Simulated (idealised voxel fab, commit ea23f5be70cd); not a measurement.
Process module name: voxel transistor to metal
FYI the section here is cut, 275 nm wide, cells are 5 nm squares.
We lay out every cross-section as a grid of square cells and spell it out in bands from the top down, where one band means one or more rows of cells. Heights first: top, then bottom, in nm. Then materials, left to right, each with a width in nm. "throughout" on a single material: fills the band edge to edge. "air": empty space. Heights are expressed relative to 0, this being the level below which the as-received wafer comprises one material exclusively. The lowest band is unbounded in the downward direction and is denoted as in "z 0 and below". Width "30..40": first value at the band's top row of cells, second value at its bottom row, equal change from row to row. "no change" after a step means that no cell of the cross-section changed. Closed empty spaces (no open way to the top) of 8 cells or more are what "Completely enclosed voids" lists, each as width x height at distance from the left edge, nm for all three. What comes after the settings on a step's line is commentary from the simulator itself on that step. overlay nm: right-of-plan distance of the mask on a masked step; negative values mean left-of-plan.
**Process steps foreseen in the plan**
1) RECEIVE,material Si
2) OXIDIZE,depth nm 5
3) CONFORMAL_DEP,material SiN,thk nm 15
4) PATTERN,tone cover,mask id ACTIVE,material resist,width nm 100,pitch nm 125,thk nm 15,overlay nm 0
5) DIRECTIONAL_ETCH,etch materials SiN,depth nm 15
6) DIRECTIONAL_ETCH,etch materials SiO2,depth nm 5
7) DIRECTIONAL_ETCH,etch materials Si,depth nm 35
8) STRIP,etch materials resist
9) FILL_DEP,material SiO2,thk nm 10
10) CMP,height nm 15
11) SELECTIVE_ETCH,etch materials SiO2,depth nm 10
12) STRIP,etch materials SiN
13) SELECTIVE_ETCH,etch materials SiO2,depth nm 5
14) OXIDIZE,depth nm 5
15) DIRECTIONAL_DEP,material polySi,thk nm 30
16) DIRECTIONAL_DEP,material SiCN,thk nm 10
17) PATTERN,tone cover,mask id GATE,material resist,width nm 20,pitch nm 125,thk nm 15,overlay nm 0
18) DIRECTIONAL_ETCH,etch materials SiCN,depth nm 20
19) DIRECTIONAL_ETCH,etch materials polySi,depth nm 40
20) STRIP,etch materials resist
21) CONFORMAL_DEP,material SiO2,thk nm 5
22) DIRECTIONAL_ETCH,etch materials SiO2,depth nm 5
23) CONFORMAL_DEP,material SiN,thk nm 10
24) DIRECTIONAL_ETCH,etch materials SiN,depth nm 10
25) DIRECTIONAL_ETCH,etch materials SiO2,depth nm 5
26) EPI,material pSi,thk nm 5
27) FILL_DEP,material SiO2,thk nm 5
28) CMP,height nm 35
29) DIRECTIONAL_DEP,material SiO2,thk nm 15
30) PATTERN,tone open,mask id CONTACT,material resist,width nm 15,thk nm 20,overlay nm 0
31) DIRECTIONAL_ETCH,etch materials SiO2,depth nm 55
32) STRIP,etch materials resist
33) CONFORMAL_DEP,material TiN,thk nm 5
34) FILL_DEP,material Ru,thk nm 10
35) CMP,height nm 50
36) CONFORMAL_DEP,material SiN,thk nm 5
37) DIRECTIONAL_DEP,material SiO2,thk nm 15
38) MASKED_ETCH,tone open,mask id METAL_1,width nm 15,etch materials SiO2,depth nm 15,overlay nm 0
39) MASKED_ETCH,tone open,mask id METAL_1,width nm 15,etch materials SiN,depth nm 5,overlay nm 0
40) CONFORMAL_DEP,material TiN,thk nm 5
41) FILL_DEP,material Cu,thk nm 10
42) CMP,height nm 70
43) EPI,material Ru,thk nm 5
44) FILL_DEP,material SiCN,thk nm 5
45) DIRECTIONAL_DEP,material lowk,thk nm 35
46) DIRECTIONAL_DEP,material aC,thk nm 15
47) PATTERN,tone open,mask id METAL_2,material resist,width nm 15,pitch nm 125,thk nm 35,overlay nm 0
48) DIRECTIONAL_ETCH,etch materials aC,depth nm 15
49) STRIP,etch materials resist
50) DIRECTIONAL_ETCH,etch materials lowk,depth nm 20
51) STRIP,etch materials aC
52) PATTERN,tone open,mask id METAL_2_HOLES,material resist,width nm 15,pitch nm 125,thk nm 15,overlay nm 0
53) DIRECTIONAL_ETCH,etch materials lowk,depth nm 15
54) DIRECTIONAL_ETCH,etch materials SiCN,depth nm 5
55) STRIP,etch materials resist
56) CONFORMAL_DEP,material TiN,thk nm 5
57) FILL_DEP,material Cu,thk nm 5
58) CMP,height nm 115
59) CONFORMAL_DEP,material SiN,thk nm 5
**As-received state of the wafer in cross-section, equivalent to post-step 1**
    z 0 and below | Si throughout
    Completely enclosed voids: none
**The plan above was carried out on the starting structure above with one mistake, and this cross-section shows the wafer at the end of the module**
    z 120 to 115 | SiN throughout
    z 115 to 80 | lowk (30), then TiN (5), then Cu (5), then TiN (5), then lowk (110), then TiN (5), then Cu (5), then TiN (5), then lowk (105)
    z 80 to 75 | SiCN (30), then TiN (15), then SiCN (110), then TiN (15), then SiCN (105)
    z 75 to 70 | SiCN (25), then Ru (25), then SiCN (50), then Ru (25), then SiCN (25), then Ru (25), then SiCN (50), then Ru (25), then SiCN (25)
    z 70 to 55 | SiO2 (30), then TiN (5), then Cu (5), then TiN (5), then SiO2 (60), then TiN (5), then Cu (5), then TiN (5), then SiO2 (35), then TiN (5), then Cu (5), then TiN (5), then SiO2 (60), then TiN (5), then Cu (5), then TiN (5), then SiO2 (30)
    z 55 to 50 | SiN (30), then TiN (15), then SiN (60), then TiN (15), then SiN (35), then TiN (15), then SiN (60), then TiN (15), then SiN (30)
    z 50 to 35 | SiO2 (30), then TiN (5), then Ru (5), then TiN (5), then SiO2 (60), then TiN (5), then Ru (5), then TiN (5), then SiO2 (35), then TiN (5), then Ru (5), then TiN (5), then SiO2 (60), then TiN (5), then Ru (5), then TiN (5), then SiO2 (30)
    z 35 to 25 | SiO2 (30), then TiN (5), then Ru (5), then TiN (5), then SiO2 (5), then SiN (10), then SiO2 (5), then SiCN (20), then SiO2 (5), then SiN (10), then SiO2 (5), then TiN (5), then Ru (5), then TiN (5), then SiO2 (35), then TiN (5), then Ru (5), then TiN (5), then SiO2 (5), then SiN (10), then SiO2 (5), then SiCN (20), then SiO2 (5), then SiN (10), then SiO2 (5), then TiN (5), then Ru (5), then TiN (5), then SiO2 (30)
    z 25 to 5 | SiO2 (30), then TiN (5), then Ru (5), then TiN (5), then SiO2 (5), then SiN (10), then SiO2 (5), then polySi (20), then SiO2 (5), then SiN (10), then SiO2 (5), then TiN (5), then Ru (5), then TiN (5), then SiO2 (35), then TiN (5), then Ru (5), then TiN (5), then SiO2 (5), then SiN (10), then SiO2 (5), then polySi (20), then SiO2 (5), then SiN (10), then SiO2 (5), then TiN (5), then Ru (5), then TiN (5), then SiO2 (30)
    z 5 to 0 | SiO2 (30), then TiN (5), then Ru (5), then TiN (5), then SiO2 (5), then SiN (10), then SiO2 (5), then polySi (20), then SiO2 (5), then SiN (10), then SiO2 (5), then TiN (15), then SiO2 (35), then TiN (5), then Ru (5), then TiN (5), then SiO2 (5), then SiN (10), then SiO2 (5), then polySi (20), then SiO2 (5), then SiN (10), then SiO2 (5), then TiN (15), then SiO2 (30)
    z 0 to -5 | SiO2 (20), then SiN (10), then TiN (15), then SiO2 (5), then SiN (10), then SiO2 (5), then polySi (20), then SiO2 (5), then SiN (10), then SiO2 (5), then TiN (5), then SiN (10), then SiO2 (25), then SiN (10), then TiN (15), then SiO2 (5), then SiN (10), then SiO2 (5), then polySi (20), then SiO2 (5), then SiN (10), then SiO2 (5), then TiN (5), then SiN (10), then SiO2 (30)
    z -5 to -10 | SiO2 (30), then pSi (20), then SiO2 (50), then pSi (10), then SiO2 (45), then pSi (20), then SiO2 (50), then pSi (10), then SiO2 (40)
    z -10 to -40 | SiO2 (20), then Si (100), then SiO2 (25), then Si (100), then SiO2 (30)
    z -40 and below | Si throughout
    Completely enclosed voids: none
Run error: step 4 changed vs plan, executed as PATTERN,tone cover,mask id ACTIVE,material resist,width nm 100,pitch nm 125,thk nm 15,overlay nm -5
